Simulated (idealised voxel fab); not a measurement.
The document below concerns the process module designated voxel self aligned contacts.
270 nm wide, 5 nm square cells: that's cross-section cut.
Cross-section = grid of square cells, listed top down in bands; band = one or more rows.
Band: top and bottom heights (nm) first, top before bottom; then materials from left to right, widths in nm. "everywhere" marks a sole material filling the band edge to edge. "empty" denotes empty space.
The level at which height equals 0 is the one under which the wafer, as it arrives, is entirely one material. No lower edge exists for the bottom band, which continues downward and is notated as in "0 nm and below".
You'd read "30..40" like this: the band's top row of cells is as wide as the first number, its bottom row is as wide as the second, and going down, every row changes width by the same amount as the row before did.
Step marked "no modifications"? Then no cell in the cross-section changed in it.
Entry "Closed void entries" = empty spaces >= 8 cells with no open way to the top; each as width x height at distance, distance from left edge, all nm.
Whatever follows a step's settings on its line is a remark the simulator itself makes about that step.
"overlay nm" denotes, for a step that has a mask, the displacement of the mask to the right of its planned place, with negative values corresponding to the left.

## Process steps - plan
1,RECEIVE,material Si
2,OXIDIZE,depth nm 5
3,DIRECTIONAL_DEP,material polySi,thk nm 20
4,DIRECTIONAL_DEP,material SiN,thk nm 25
5,PATTERN,tone cover,mask id GATE,material resist,width nm 35,pitch nm 75,thk nm 15,overlay nm 0
6,DIRECTIONAL_ETCH,etch materials SiN,depth nm 25
7,DIRECTIONAL_ETCH,etch materials polySi,depth nm 20
8,STRIP,etch materials resist
9,CONFORMAL_DEP,material SiN,thk nm 10
10,DIRECTIONAL_ETCH,etch materials SiN,depth nm 10
11,FILL_DEP,material SiO2,thk nm 20
12,CMP,height nm 55
13,MASKED_ETCH,tone open,mask id CONTACT,width nm 50,etch materials SiO2,depth nm 60,overlay nm 0
14,CONFORMAL_DEP,material TiN,thk nm 5
15,FILL_DEP,material Ru,thk nm 5
16,CMP,height nm 55
17,CONFORMAL_DEP,material SiCN,thk nm 5

## As-received wafer cross-section (after step 1)
    0 nm and below | Si everywhere
    Closed void entries: none

## Post-module cross-section of the first of two wafers (run per plan)
    60 nm to 55 nm | SiCN everywhere
    55 nm to 45 nm | SiO2 110 | TiN 5..20 | Ru 40..10 | TiN 5..20 | SiO2 110
    45 nm to 20 nm | SiO2 70 | SiN 55 | TiN 5 | Ru 10 | TiN 5 | SiN 55 | SiO2 70
    20 nm to 0 nm | SiO2 70 | SiN 10 | polySi 35 | SiN 10 | TiN 5 | Ru 10 | TiN 5 | SiN 10 | polySi 35 | SiN 10 | SiO2 70
    0 nm to -5 nm | SiO2 125 | TiN 20 | SiO2 125
    -5 nm and below | Si everywhere
    Closed void entries: none

## Cross-sectional view: second of two wafers, end of module; start and plan identical to the first, one mistake in running
    60 nm to 55 nm | SiCN everywhere
    55 nm to 45 nm | SiO2 110 | TiN 5..20 | Ru 40..10 | TiN 5..20 | SiO2 110
    45 nm to 25 nm | SiO2 70 | SiN 55 | TiN 5 | Ru 10 | TiN 5 | SiN 55 | SiO2 70
    25 nm to 20 nm | SiO2 70 | SiN 55 | TiN 20 | SiN 55 | SiO2 70
    20 nm to 0 nm | SiN everywhere
    0 nm to -5 nm | SiO2 everywhere
    -5 nm and below | Si everywhere
    Closed void entries: none
Heads up, the wafer didn't run the way we planned it: heads up, step 3 didn't go per plan, it actually ran as DIRECTIONAL_DEP,material SiN,thk nm 20
It is noted that, at the conclusion of processing, the second wafer exhibits a higher or lower cell count for certain materials relative to the first: Ru: 10 fewer | SiN: 184 more | SiO2: 108 fewer | TiN: 10 fewer | polySi: 56 fewer
